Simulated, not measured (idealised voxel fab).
Name of the process module below: voxel self aligned vias
This is section cut - it's 240 nm across, gridded in 5 nm square cells.
When this document writes out a cross-section, it uses a grid of square cells and lists it as bands, beginning at the top and moving down, with a band standing for one or more rows of cells. Look at the band entry: it leads with the top's height and the bottom's height in nm. Then it lists the materials left to right, with a width in nm for each. The word "edge to edge" on a single material says that material fills the band edge to edge. The word "blank" is empty space. Heights from 0 (as-received wafer is one material below). Bottom band endless downward, as "0 down". Width spec "30 to 40" -> top row of cells at first value, bottom row at second value, equal per-row change in between. The designation "left unchanged", where it is given for a processing step, indicates that no cell of the cross-section was altered in the course of that step. "Enclosed void list" enumerates empty spaces isolated from the top, with no open way to it, that contain at least 8 cells, giving each as width x height at distance from the left edge, all three in nm. Note: text after step settings on the step line = simulator remark on that step. The "overlay nm" setting may appear on a step's line; for a step that uses a mask, it gives how far to the right of its planned position the mask lay, and a negative value indicates the left.

### Listed below are the process steps as planned
step 1: RECEIVE (material Si)
step 2: CONFORMAL_DEP (material SiO2; thk nm 15)
step 3: CONFORMAL_DEP (material SiCN; thk nm 5)
step 4: DIRECTIONAL_DEP (material SiO2; thk nm 20)
step 5: DIRECTIONAL_DEP (material aC; thk nm 10)
step 6: PATTERN (tone open; mask id LINES; material resist; width nm 25; pitch nm 55; thk nm 30; overlay nm 0)
step 7: DIRECTIONAL_ETCH (etch materials aC; depth nm 10)
step 8: STRIP (etch materials resist)
step 9: DIRECTIONAL_ETCH (etch materials SiO2; depth nm 20)
step 10: STRIP (etch materials aC)
step 11: CONFORMAL_DEP (material TiN; thk nm 5)
step 12: FILL_DEP (material W; thk nm 5)
step 13: CMP (height nm 40)
step 14: SELECTIVE_ETCH (etch materials W Ru TiN; depth nm 5)
step 15: FILL_DEP (material SiN; thk nm 5)
step 16: CMP (height nm 40)
step 17: DIRECTIONAL_DEP (material SiO2; thk nm 20)
step 18: DIRECTIONAL_DEP (material aC; thk nm 10)
step 19: PATTERN (tone open; mask id VIAS; material resist; width nm 35; pitch nm 55; thk nm 25; overlay nm 0)
step 20: DIRECTIONAL_ETCH (etch materials aC; depth nm 10)
step 21: STRIP (etch materials resist)
step 22: DIRECTIONAL_ETCH (etch materials SiO2; depth nm 20)
step 23: DIRECTIONAL_ETCH (etch materials SiN; depth nm 5)
step 24: STRIP (etch materials aC)
step 25: CONFORMAL_DEP (material TiN; thk nm 5)
step 26: FILL_DEP (material Ru; thk nm 5)
step 27: CMP (height nm 60)
step 28: CONFORMAL_DEP (material SiN; thk nm 5)

### as received, after step 1
0 down = Si edge to edge
Enclosed void list: none

### Final cross-section, module run with one mistake (start and plan as above)
65 to 60 = SiN edge to edge
60 to 55 = Ru edge to edge
55 to 50 = TiN 80, Ru 25, TiN 30, Ru 25, TiN 80
50 to 40 = SiO2 75, TiN 5, Ru 25, TiN 5, SiO2 20, TiN 5, Ru 25, TiN 5, SiO2 75
40 to 35 = SiO2 75, TiN 35, SiO2 20, TiN 35, SiO2 75
35 to 25 = SiO2 75 to 80, TiN 10 to 5, W 15, TiN 10 to 5, SiO2 20 to 30, TiN 10 to 5, W 15, TiN 10 to 5, SiO2 75 to 80
25 to 20 = SiO2 80, TiN 25, SiO2 30, TiN 25, SiO2 80
20 to 15 = SiCN edge to edge
15 to 0 = SiO2 edge to edge
0 down = Si edge to edge
Enclosed void list: none
The plan and the run diverged here: so step 17 ended up running with a different setting than we planned, it ran as DIRECTIONAL_DEP (material SiO2; thk nm 10)
